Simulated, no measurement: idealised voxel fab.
The following process module bears the name voxel transistor to metal.
Cross-section cut: width 165 nm, square cells of 5 nm.
For the purposes of this document, a cross-section shall be understood as a grid of square cells, specified as bands listed in top-to-bottom order, each band consisting of one or more rows of cells. Heads up on the band format: heights come first, top then bottom, in nm. After that it's the materials left to right, each with its width in nm. A single material flagged "all across" fills the whole band edge to edge, and "blank" means there's empty space there. Height is counted from the level 0, under which the received wafer is composed throughout of one material. The lowest of the bands is not closed at the bottom but continues downward, in the notation "0 nm and below". The notation "30->40" denotes a width that varies across the rows of cells in the band, beginning at the first number in the top row, finishing at the second number in the bottom row, and changing by an identical amount from each row to the next. "nothing altered" -> step changed no cross-section cell. "Closed cavity list": sealed empty spaces, 8 cells or more, no open way to top, listed width x height at distance, with distance from the left edge and width, height and distance in nm. Text after the settings on a step's line: the simulator's own remark on that step. "overlay nm" denotes, for a step that has a mask, the displacement of the mask to the right of its planned place, with negative values corresponding to the left.
Planned process steps
1: RECEIVE, material Si
2: CONFORMAL_DEP, material SiO2, thk nm 5
3: CONFORMAL_DEP, material SiN, thk nm 15
4: DIRECTIONAL_DEP, material aC, thk nm 10
5: PATTERN, tone cover, mask id ACTIVE, material resist, width nm 105, thk nm 30, overlay nm 0
6: DIRECTIONAL_ETCH, etch materials aC, depth nm 10
7: STRIP, etch materials resist
8: DIRECTIONAL_ETCH, etch materials SiN, depth nm 15
9: DIRECTIONAL_ETCH, etch materials SiO2, depth nm 5
10: DIRECTIONAL_ETCH, etch materials Si, depth nm 30
11: STRIP, etch materials aC
12: OXIDIZE, depth nm 5
13: FILL_DEP, material SiO2, thk nm 10
14: CMP, height nm 20
15: SELECTIVE_ETCH, etch materials SiO2, depth nm 5
16: STRIP, etch materials SiN
17: SELECTIVE_ETCH, etch materials SiO2, depth nm 5
18: OXIDIZE, depth nm 5
19: DIRECTIONAL_DEP, material polySi, thk nm 20
20: DIRECTIONAL_DEP, material SiCN, thk nm 10
21: PATTERN, tone cover, mask id GATE, material resist, width nm 35, thk nm 20, overlay nm 0
22: DIRECTIONAL_ETCH, etch materials SiCN, depth nm 20
23: DIRECTIONAL_ETCH, etch materials polySi, depth nm 30
24: STRIP, etch materials resist
25: CONFORMAL_DEP, material SiO2, thk nm 5
26: DIRECTIONAL_ETCH, etch materials SiO2, depth nm 5
27: CONFORMAL_DEP, material SiN, thk nm 10
28: DIRECTIONAL_ETCH, etch materials SiN, depth nm 10
29: DIRECTIONAL_ETCH, etch materials SiO2, depth nm 5
30: DIRECTIONAL_ETCH, etch materials Si, depth nm 5
31: EPI, material pSi, thk nm 5
32: FILL_DEP, material SiO2, thk nm 10
33: CMP, height nm 20
34: STRIP, etch materials polySi
35: SELECTIVE_ETCH, etch materials SiO2, depth nm 5
36: CONFORMAL_DEP, material HfO2, thk nm 5
37: CONFORMAL_DEP, material TiN, thk nm 5
38: FILL_DEP, material W, thk nm 10
39: CMP, height nm 15
40: DIRECTIONAL_DEP, material SiO2, thk nm 15
41: DIRECTIONAL_DEP, material aC, thk nm 10
42: PATTERN, tone open, mask id CONTACT, material resist, width nm 15, pitch nm 80, thk nm 30, overlay nm 0
43: DIRECTIONAL_ETCH, etch materials aC, depth nm 10
44: STRIP, etch materials resist
45: DIRECTIONAL_ETCH, etch materials SiO2, depth nm 30
46: STRIP, etch materials aC
47: CONFORMAL_DEP, material TiN, thk nm 5
48: FILL_DEP, material Ru, thk nm 5
49: CMP, height nm 30
50: DIRECTIONAL_DEP, material TiN, thk nm 5
51: DIRECTIONAL_DEP, material Ru, thk nm 20
52: MASKED_ETCH, tone cover, mask id METAL_1, width nm 15, pitch nm 80, etch materials Ru, depth nm 20, overlay nm 0
53: MASKED_ETCH, tone cover, mask id METAL_1, width nm 15, pitch nm 80, etch materials TiN, depth nm 5, overlay nm 0
54: CONFORMAL_DEP, material SiN, thk nm 5
55: FILL_DEP, material lowk, thk nm 10
56: CMP, height nm 55
57: CONFORMAL_DEP, material SiCN, thk nm 5
58: DIRECTIONAL_DEP, material SiO2, thk nm 25
59: DIRECTIONAL_DEP, material aC, thk nm 10
60: PATTERN, tone open, mask id METAL_2, material resist, width nm 15, pitch nm 80, thk nm 25, overlay nm 0
61: DIRECTIONAL_ETCH, etch materials aC, depth nm 10
62: STRIP, etch materials resist
63: DIRECTIONAL_ETCH, etch materials SiO2, depth nm 15
64: STRIP, etch materials aC
65: MASKED_ETCH, tone open, mask id METAL_2_HOLES, width nm 15, pitch nm 80, etch materials SiO2, depth nm 10, overlay nm 0
66: MASKED_ETCH, tone open, mask id METAL_2_HOLES, width nm 15, pitch nm 80, etch materials SiCN, depth nm 5, overlay nm 0
67: CONFORMAL_DEP, material TiN, thk nm 5
68: FILL_DEP, material Cu, thk nm 10
69: CMP, height nm 85
70: CONFORMAL_DEP, material SiN, thk nm 5
The wafers in this document start out alike and differ in the depth nm applied at step 15; the plan shows the value used for the first wafer.
First wafer of several, as received: cross-section after step 1
	0 nm and below | Si all across
	Closed cavity list: none
End of module, by wafer: material-by-material cell gain (+) or loss (-) since receipt, then closed voids
depth nm 5 | +10 Cu | +15 HfO2 | +30 Ru | -121 Si | +27 SiCN | +96 SiN | +358 SiO2 | +69 TiN | +10 W | +92 lowk | +8 pSi | Closed cavity list: none
depth nm 10 | +10 Cu | +15 HfO2 | +32 Ru | -121 Si | +27 SiCN | +92 SiN | +360 SiO2 | +69 TiN | +10 W | +92 lowk | +8 pSi | Closed cavity list: none
depth nm 15 | +10 Cu | +15 HfO2 | +34 Ru | -123 Si | +27 SiCN | +88 SiN | +364 SiO2 | +69 TiN | +10 W | +92 lowk | +8 pSi | Closed cavity list: none
depth nm 20 | +10 Cu | +15 HfO2 | +34 Ru | -123 Si | +27 SiCN | +92 SiN | +362 SiO2 | +69 TiN | +10 W | +92 lowk | +6 pSi | Closed cavity list: none
depth nm 25 | +10 Cu | +15 HfO2 | +34 Ru | -125 Si | +27 SiCN | +96 SiN | +360 SiO2 | +69 TiN | +10 W | +92 lowk | +6 pSi | Closed cavity list: none
